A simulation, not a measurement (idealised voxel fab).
process module | voxel ribs on slabs
cross-section cut | 240 nm wide | cells 5 nm
A cross-section is a grid of square cells, given in bands from the top down. A band is one or more rows of cells.
Each band's line starts with the height of the band's top and of its bottom, in nm. Then come its materials from left to right, each with its width in nm. One material with "throughout" fills the band from edge to edge. "air" is empty space.
Height 0 is the level under which the wafer as received is all one material. The lowest band goes on downwards, as in "0 down".
A width such as "30 to 40" changes by the same amount from each row of cells to the next, from the band's top row to its bottom row.
"no change" after a step means that no cell of the cross-section changed.
closed voids: empty space of 8 cells or more with no open way to the top, each as width x height at its distance from the left edge, in nm
after a step's settings: what the simulator itself notes on the step
overlay nm, on a step with a mask: how far to the right of its planned place the mask lay; to the left if negative
plan
1 op RECEIVE | material Si
2 op DIRECTIONAL_DEP | material SiO2 | thk nm 30
3 op DIRECTIONAL_DEP | material SiN | thk nm 25
4 op DIRECTIONAL_DEP | material aC | thk nm 10
5 op PATTERN | tone cover | mask id RIB | material resist | width nm 15 | thk nm 25 | overlay nm 0
6 op DIRECTIONAL_ETCH | etch materials aC | depth nm 10
7 op STRIP | etch materials resist
8 op DIRECTIONAL_ETCH | etch materials SiN | depth nm 15
9 op STRIP | etch materials aC
10 op DIRECTIONAL_DEP | material aC | thk nm 15
11 op PATTERN | tone cover | mask id SLAB | material resist | width nm 45 | thk nm 35 | overlay nm 0
12 op DIRECTIONAL_ETCH | etch materials aC | depth nm 15
13 op STRIP | etch materials resist
14 op DIRECTIONAL_ETCH | etch materials SiN | depth nm 10
15 op STRIP | etch materials aC
16 op FILL_DEP | material SiO2 | thk nm 20
17 op CMP | height nm 65
18 op DIRECTIONAL_DEP | material W | thk nm 10
19 op DIRECTIONAL_DEP | material aC | thk nm 15
20 op PATTERN | tone cover | mask id HEATER | material resist | width nm 25 | thk nm 30 | overlay nm 0
21 op DIRECTIONAL_ETCH | etch materials aC | depth nm 15
22 op STRIP | etch materials resist
23 op DIRECTIONAL_ETCH | etch materials W | depth nm 10
24 op STRIP | etch materials aC
25 op CONFORMAL_DEP | material SiN | thk nm 5
first wafer, as planned
as received, after step 1
  0 down: Si throughout
  closed voids: none
after step 2
  30 to 0: SiO2 throughout
  below 0: unchanged
after step 3
  55 to 30: SiN throughout
  below 30: unchanged
after step 4
  65 to 55: aC throughout
  below 55: unchanged
after step 5
  90 to 65: air 110 | resist 15 | air 115
  below 65: unchanged
after step 6
  80 to 65: air 110 | resist 15 | air 115
  65 to 55: air 110 | aC 15 | air 115
  below 55: unchanged
after step 7
  65 to 55: air 110 | aC 15 | air 115
  below 55: unchanged
after step 8
  65 to 55: air 110 | aC 15 | air 115
  55 to 40: air 110 | SiN 15 | air 115
  below 40: unchanged
after step 9
  55 to 40: air 110 | SiN 15 | air 115
  below 40: unchanged
after step 10
  70 to 55: air 110 | aC 15 | air 115
  55 to 40: aC 110 | SiN 15 | aC 115
  below 40: unchanged
after step 11
  105 to 70: air 95 | resist 45 | air 100
  70 to 55: air 95 | resist 15 | aC 15 | resist 15 | air 100
  below 55: unchanged
after step 12
  90 to 70: air 95 | resist 45 | air 100
  70 to 55: air 95 | resist 15 | aC 15 | resist 15 | air 100
  55 to 40: air 95 | aC 15 | SiN 15 | aC 15 | air 100
  below 40: unchanged
after step 13
  70 to 55: air 110 | aC 15 | air 115
  below 55: unchanged
after step 14
  70 to 55: air 110 | aC 15 | air 115
  55 to 40: air 95 | aC 15 | SiN 15 | aC 15 | air 100
  40 to 30: air 95 | SiN 45 | air 100
  below 30: unchanged
after step 15
  55 to 40: air 110 | SiN 15 | air 115
  below 40: unchanged
after step 16
  75 to 55: SiO2 throughout
  55 to 40: SiO2 110 | SiN 15 | SiO2 115
  40 to 30: SiO2 95 | SiN 45 | SiO2 100
  below 30: unchanged
after step 17
  65 to 55: SiO2 throughout
  below 55: unchanged
after step 18
  75 to 65: W throughout
  below 65: unchanged
after step 19
  90 to 75: aC throughout
  below 75: unchanged
after step 20
  120 to 90: air 105 | resist 25 | air 110
  below 90: unchanged
after step 21
  105 to 90: air 105 | resist 25 | air 110
  90 to 75: air 105 | aC 25 | air 110
  below 75: unchanged
after step 22
  90 to 75: air 105 | aC 25 | air 110
  below 75: unchanged
after step 23
  90 to 75: air 105 | aC 25 | air 110
  75 to 65: air 105 | W 25 | air 110
  below 65: unchanged
after step 24
  75 to 65: air 105 | W 25 | air 110
  below 65: unchanged
after step 25
  80 to 75: air 100 | SiN 35 | air 105
  75 to 70: air 100 | SiN 5 | W 25 | SiN 5 | air 105
  70 to 65: SiN 105 | W 25 | SiN 110
  below 65: unchanged
second wafer: like start, like plan, one mistake. Through step 24 it matches the first wafer
when step 25 should have ended: no change
what went wrong: step 25 was left out
at the end the second wafer has, in cells: 52 fewer of SiN
